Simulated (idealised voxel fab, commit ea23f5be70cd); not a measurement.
The name of this process module is voxel air gaps.
Pictured: cross-section cut, 180 nm wide, on a grid of 5 nm square cells.
For the purposes of this document, a cross-section shall be understood as a grid of square cells, specified as bands listed in top-to-bottom order, each band consisting of one or more rows of cells.
For a band, the entry starts with two heights in nm, that of the top and then that of the bottom, and carries on with the band's materials in order from left to right, each alongside its width in nm; the word "throughout" beside a single material means it fills the band edge to edge, and "empty" means empty space.
Counting heights begins at 0, where everything beneath is, in the wafer as received, one material. The lowest band has no bottom; it goes on downwards, as "0 and below" shows.
Top row gets the first number, bottom row gets the second, and each row in between changes by the same step: that is how a band width like "30 to 40" works.
What does "everything unchanged" mean for a step? It means no cell of the cross-section changed in that step.
Empty spaces without an open route to the top, at least 8 cells in extent, make up the entry "Listed closed voids"; each is given as width x height at distance, where the distance is measured from the left edge, and all are in nm.
Formally, on a step line, whatever follows the settings is a remark that the simulator itself makes on the step.
You can add "overlay nm" to a step's line. For a step with a mask, it describes how far the mask lay to the right of its planned position, and a negative number describes a lay to the left.
### Set out below are the planned steps of the process
1. RECEIVE,material Si
2. CONFORMAL_DEP,material SiO2,thk nm 10
3. CONFORMAL_DEP,material SiN,thk nm 5
4. DIRECTIONAL_DEP,material SiO2,thk nm 40
5. MASKED_ETCH,tone open,mask id LINES,width nm 25,pitch nm 55,etch materials SiO2,depth nm 40,overlay nm 0
6. CONFORMAL_DEP,material TiN,thk nm 5
7. FILL_DEP,material Ru,thk nm 10
8. CMP,height nm 55
9. EPI,material Ru,thk nm 10
10. SELECTIVE_ETCH,etch materials SiO2,depth nm 50
11. CONFORMAL_DEP,material SiCN,thk nm 5
### Cross-section, incoming material, after step 1
	0 and below: Si throughout
	Listed closed voids: none
### As-planned run: cross-section of the first of two wafers at end of module
	70 down to 65: 5 nm empty, then 165 nm SiCN, then 10 nm empty
	65 down to 55: 5 nm empty, then 5 nm SiCN, then 45 nm Ru, then 10 nm SiCN, then 45 nm Ru, then 10 nm SiCN, then 45 nm Ru, then 5 nm SiCN, then 10 nm empty
	55 down to 50: 5 nm empty, then 15 nm SiCN, then 5 nm TiN, then 15 nm Ru, then 5 nm TiN, then 30 nm SiCN, then 5 nm TiN, then 15 nm Ru, then 5 nm TiN, then 30 nm SiCN, then 5 nm TiN, then 15 nm Ru, then 5 nm TiN, then 15 nm SiCN, then 10 nm empty
	50 down to 20: 15 nm empty, then 5 nm SiCN, then 5 nm TiN, then 15 nm Ru, then 5 nm TiN, then 5 nm SiCN, then 20 nm empty, then 5 nm SiCN, then 5 nm TiN, then 15 nm Ru, then 5 nm TiN, then 5 nm SiCN, then 20 nm empty, then 5 nm SiCN, then 5 nm TiN, then 15 nm Ru, then 5 nm TiN, then 5 nm SiCN, then 20 nm empty
	20 down to 15: 20 nm SiCN, then 25 nm TiN, then 30 nm SiCN, then 25 nm TiN, then 30 nm SiCN, then 25 nm TiN, then 25 nm SiCN
	15 down to 10: SiN throughout
	10 down to 0: SiO2 throughout
	0 and below: Si throughout
	Listed closed voids: 20 x 30 at 50; 20 x 30 at 105
### The second wafer, shown in cross-section after the module: started the same way as the first and given the same plan, yet one mistake crept into how it was run
	60 down to 55: SiCN throughout
	55 down to 50: SiN throughout
	50 down to 0: SiO2 throughout
	0 and below: Si throughout
	Listed closed voids: none
What was done differently from what was planned? the run placed steps 3 and 4 each in the position the plan gave to the other
at the end the second wafer has, in cells: Ru: 117 fewer | SiCN: 84 fewer | SiO2: 288 more | TiN: 57 fewer
Heads up: the first wafer ends with 2 closed voids, the second with 0.
